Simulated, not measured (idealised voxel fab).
process module | voxel tone inversion
cross-section cut | 175 nm wide | cells 5 nm
A cross-section is a grid of square cells, given in bands from the top down. A band is one or more rows of cells.
Each band's line starts with the height of the band's top and of its bottom, in nm. Then come its materials from left to right, each with its width in nm. One material with "throughout" fills the band from edge to edge. "air" is empty space.
Height 0 is the level under which the wafer as received is all one material. The lowest band goes on downwards, as in "0 down".
A width such as "30 to 40" changes by the same amount from each row of cells to the next, from the band's top row to its bottom row.
"no change" after a step means that no cell of the cross-section changed.
closed voids: empty space of 8 cells or more with no open way to the top, each as width x height at its distance from the left edge, in nm
after a step's settings: what the simulator itself notes on the step
overlay nm, on a step with a mask: how far to the right of its planned place the mask lay; to the left if negative
plan
1 op RECEIVE | material Si
2 op CONFORMAL_DEP | material SiCN | thk nm 5
3 op DIRECTIONAL_DEP | material aC | thk nm 25
4 op PATTERN | tone cover | mask id POSTS | material resist | width nm 20 | pitch nm 40 | thk nm 30 | overlay nm 0
5 op DIRECTIONAL_ETCH | etch materials aC | depth nm 25
6 op STRIP | etch materials resist
7 op FILL_DEP | material lowk | thk nm 5
8 op CMP | height nm 30
9 op STRIP | etch materials aC
as received, after step 1
  0 down: Si throughout
  closed voids: none
a wafer at the end: this start, this plan, one mistake
  25 to 5: lowk 55 | air 20 | lowk 20 | air 20 | lowk 60
  5 to 0: SiCN throughout
  0 down: Si throughout
  closed voids: none
what went wrong: step 8 ran as: op CMP | height nm 25
